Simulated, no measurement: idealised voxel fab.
process module | voxel self aligned contacts
cross-section cut | 250 nm wide | cells 5 nm
A cross-section is a grid of square cells, given in bands from the top down. A band is one or more rows of cells.
Each band's line starts with the height of the band's top and of its bottom, in nm. Then come its materials from left to right, each with its width in nm. One material with "throughout" fills the band from edge to edge. "air" is empty space.
Height 0 is the level under which the wafer as received is all one material. The lowest band goes on downwards, as in "0 down".
A width such as "30 to 40" changes by the same amount from each row of cells to the next, from the band's top row to its bottom row.
"no change" after a step means that no cell of the cross-section changed.
closed voids: empty space of 8 cells or more with no open way to the top, each as width x height at its distance from the left edge, in nm
after a step's settings: what the simulator itself notes on the step
overlay nm, on a step with a mask: how far to the right of its planned place the mask lay; to the left if negative
plan
1 op RECEIVE | material Si
2 op OXIDIZE | depth nm 5
3 op DIRECTIONAL_DEP | material polySi | thk nm 20
4 op DIRECTIONAL_DEP | material SiN | thk nm 20
5 op MASKED_ETCH | tone cover | mask id GATE | width nm 25 | pitch nm 60 | etch materials SiN | depth nm 20 | overlay nm 0
6 op MASKED_ETCH | tone cover | mask id GATE | width nm 25 | pitch nm 60 | etch materials polySi | depth nm 20 | overlay nm 0
7 op CONFORMAL_DEP | material SiN | thk nm 10
8 op DIRECTIONAL_ETCH | etch materials SiN | depth nm 10
9 op FILL_DEP | material SiO2 | thk nm 10
10 op CMP | height nm 45
11 op MASKED_ETCH | tone open | mask id CONTACT | width nm 45 | pitch nm 60 | etch materials SiO2 | depth nm 50 | overlay nm 0
12 op CONFORMAL_DEP | material TiN | thk nm 5
13 op FILL_DEP | material Ru | thk nm 10
14 op CMP | height nm 45
15 op CONFORMAL_DEP | material SiCN | thk nm 5
first wafer, as planned
as received, after step 1
  0 down: Si throughout
  closed voids: none
after step 2
  0 to -5: SiO2 throughout
  below -5: unchanged
after step 3
  20 to 0: polySi throughout
  below 0: unchanged
after step 4
  40 to 20: SiN throughout
  below 20: unchanged
after step 5
  40 to 20: air 50 | SiN 25 | air 35 | SiN 25 | air 35 | SiN 25 | air 55
  below 20: unchanged
after step 6
  40 to 20: air 50 | SiN 25 | air 35 | SiN 25 | air 35 | SiN 25 | air 55
  20 to 0: air 50 | polySi 25 | air 35 | polySi 25 | air 35 | polySi 25 | air 55
  below 0: unchanged
after step 7
  50 to 20: air 40 | SiN 45 | air 15 | SiN 45 | air 15 | SiN 45 | air 45
  20 to 10: air 40 | SiN 10 | polySi 25 | SiN 10 | air 15 | SiN 10 | polySi 25 | SiN 10 | air 15 | SiN 10 | polySi 25 | SiN 10 | air 45
  10 to 0: SiN 50 | polySi 25 | SiN 35 | polySi 25 | SiN 35 | polySi 25 | SiN 55
  below 0: unchanged
after step 8
  40 to 20: air 40 | SiN 45 | air 15 | SiN 45 | air 15 | SiN 45 | air 45
  20 to 0: air 40 | SiN 10 | polySi 25 | SiN 10 | air 15 | SiN 10 | polySi 25 | SiN 10 | air 15 | SiN 10 | polySi 25 | SiN 10 | air 45
  below 0: unchanged
after step 9
  50 to 40: SiO2 throughout
  40 to 20: SiO2 40 | SiN 45 | SiO2 15 | SiN 45 | SiO2 15 | SiN 45 | SiO2 45
  20 to 0: SiO2 40 | SiN 10 | polySi 25 | SiN 10 | SiO2 15 | SiN 10 | polySi 25 | SiN 10 | SiO2 15 | SiN 10 | polySi 25 | SiN 10 | SiO2 45
  below 0: unchanged
after step 10
  45 to 40: SiO2 throughout
  below 40: unchanged
after step 11
  45 to 40: SiO2 70 | air 45 | SiO2 15 | air 45 | SiO2 75
  40 to 20: SiO2 40 | SiN 45 | air 15 | SiN 45 | air 15 | SiN 45 | SiO2 45
  20 to 0: SiO2 40 | SiN 10 | polySi 25 | SiN 10 | air 15 | SiN 10 | polySi 25 | SiN 10 | air 15 | SiN 10 | polySi 25 | SiN 10 | SiO2 45
  0 to -5: SiO2 85 | air 15 | SiO2 45 | air 15 | SiO2 90
  below -5: unchanged
after step 12
  50 to 45: TiN 75 | air 35 | TiN 25 | air 35 | TiN 80
  45 to 40: SiO2 70 | TiN 20 | air 5 | TiN 20 | SiO2 15 | TiN 20 | air 5 | TiN 20 | SiO2 75
  40 to 20: SiO2 40 | SiN 45 | TiN 5 | air 5 | TiN 5 | SiN 45 | TiN 5 | air 5 | TiN 5 | SiN 45 | SiO2 45
  20 to 0: SiO2 40 | SiN 10 | polySi 25 | SiN 10 | TiN 5 | air 5 | TiN 5 | SiN 10 | polySi 25 | SiN 10 | TiN 5 | air 5 | TiN 5 | SiN 10 | polySi 25 | SiN 10 | SiO2 45
  0 to -5: SiO2 85 | TiN 15 | SiO2 45 | TiN 15 | SiO2 90
  below -5: unchanged
after step 13
  60 to 50: Ru throughout
  50 to 45: TiN 75 | Ru 35 | TiN 25 | Ru 35 | TiN 80
  45 to 40: SiO2 70 | TiN 20 | Ru 5 | TiN 20 | SiO2 15 | TiN 20 | Ru 5 | TiN 20 | SiO2 75
  40 to 20: SiO2 40 | SiN 45 | TiN 5 | Ru 5 | TiN 5 | SiN 45 | TiN 5 | Ru 5 | TiN 5 | SiN 45 | SiO2 45
  20 to 0: SiO2 40 | SiN 10 | polySi 25 | SiN 10 | TiN 5 | Ru 5 | TiN 5 | SiN 10 | polySi 25 | SiN 10 | TiN 5 | Ru 5 | TiN 5 | SiN 10 | polySi 25 | SiN 10 | SiO2 45
  below 0: unchanged
after step 14
  45 to 40: SiO2 70 | TiN 20 | Ru 5 | TiN 20 | SiO2 15 | TiN 20 | Ru 5 | TiN 20 | SiO2 75
  below 40: unchanged
after step 15
  50 to 45: SiCN throughout
  below 45: unchanged
second wafer: like start, like plan, one mistake. Through step 1 it matches the first wafer
when step 2 should have ended: no change
when step 3 should have ended
  20 to 0: polySi throughout
  below 0: unchanged
when step 4 should have ended
  40 to 20: SiN throughout
  below 20: unchanged
when step 5 should have ended
  40 to 20: air 50 | SiN 25 | air 35 | SiN 25 | air 35 | SiN 25 | air 55
  below 20: unchanged
when step 6 should have ended
  40 to 20: air 50 | SiN 25 | air 35 | SiN 25 | air 35 | SiN 25 | air 55
  20 to 0: air 50 | polySi 25 | air 35 | polySi 25 | air 35 | polySi 25 | air 55
  below 0: unchanged
when step 7 should have ended
  50 to 20: air 40 | SiN 45 | air 15 | SiN 45 | air 15 | SiN 45 | air 45
  20 to 10: air 40 | SiN 10 | polySi 25 | SiN 10 | air 15 | SiN 10 | polySi 25 | SiN 10 | air 15 | SiN 10 | polySi 25 | SiN 10 | air 45
  10 to 0: SiN 50 | polySi 25 | SiN 35 | polySi 25 | SiN 35 | polySi 25 | SiN 55
  below 0: unchanged
when step 8 should have ended
  40 to 20: air 40 | SiN 45 | air 15 | SiN 45 | air 15 | SiN 45 | air 45
  20 to 0: air 40 | SiN 10 | polySi 25 | SiN 10 | air 15 | SiN 10 | polySi 25 | SiN 10 | air 15 | SiN 10 | polySi 25 | SiN 10 | air 45
  below 0: unchanged
when step 9 should have ended
  50 to 40: SiO2 throughout
  40 to 20: SiO2 40 | SiN 45 | SiO2 15 | SiN 45 | SiO2 15 | SiN 45 | SiO2 45
  20 to 0: SiO2 40 | SiN 10 | polySi 25 | SiN 10 | SiO2 15 | SiN 10 | polySi 25 | SiN 10 | SiO2 15 | SiN 10 | polySi 25 | SiN 10 | SiO2 45
  below 0: unchanged
when step 10 should have ended
  45 to 40: SiO2 throughout
  below 40: unchanged
when step 11 should have ended
  45 to 40: SiO2 70 | air 45 | SiO2 15 | air 45 | SiO2 75
  40 to 20: SiO2 40 | SiN 45 | air 15 | SiN 45 | air 15 | SiN 45 | SiO2 45
  20 to 0: SiO2 40 | SiN 10 | polySi 25 | SiN 10 | air 15 | SiN 10 | polySi 25 | SiN 10 | air 15 | SiN 10 | polySi 25 | SiN 10 | SiO2 45
  below 0: unchanged
when step 12 should have ended
  50 to 45: TiN 75 | air 35 | TiN 25 | air 35 | TiN 80
  45 to 40: SiO2 70 | TiN 20 | air 5 | TiN 20 | SiO2 15 | TiN 20 | air 5 | TiN 20 | SiO2 75
  40 to 20: SiO2 40 | SiN 45 | TiN 5 | air 5 | TiN 5 | SiN 45 | TiN 5 | air 5 | TiN 5 | SiN 45 | SiO2 45
  20 to 5: SiO2 40 | SiN 10 | polySi 25 | SiN 10 | TiN 5 | air 5 | TiN 5 | SiN 10 | polySi 25 | SiN 10 | TiN 5 | air 5 | TiN 5 | SiN 10 | polySi 25 | SiN 10 | SiO2 45
  5 to 0: SiO2 40 | SiN 10 | polySi 25 | SiN 10 | TiN 15 | SiN 10 | polySi 25 | SiN 10 | TiN 15 | SiN 10 | polySi 25 | SiN 10 | SiO2 45
  below 0: unchanged
when step 13 should have ended
  60 to 50: Ru throughout
  50 to 45: TiN 75 | Ru 35 | TiN 25 | Ru 35 | TiN 80
  45 to 40: SiO2 70 | TiN 20 | Ru 5 | TiN 20 | SiO2 15 | TiN 20 | Ru 5 | TiN 20 | SiO2 75
  40 to 20: SiO2 40 | SiN 45 | TiN 5 | Ru 5 | TiN 5 | SiN 45 | TiN 5 | Ru 5 | TiN 5 | SiN 45 | SiO2 45
  20 to 5: SiO2 40 | SiN 10 | polySi 25 | SiN 10 | TiN 5 | Ru 5 | TiN 5 | SiN 10 | polySi 25 | SiN 10 | TiN 5 | Ru 5 | TiN 5 | SiN 10 | polySi 25 | SiN 10 | SiO2 45
  below 5: unchanged
when step 14 should have ended
  45 to 40: SiO2 70 | TiN 20 | Ru 5 | TiN 20 | SiO2 15 | TiN 20 | Ru 5 | TiN 20 | SiO2 75
  below 40: unchanged
when step 15 should have ended
  50 to 45: SiCN throughout
  below 45: unchanged
what went wrong: step 2 was left out
at the end the second wafer has, in cells: 2 fewer of Ru | 50 more of Si | 44 fewer of SiO2 | 4 fewer of TiN
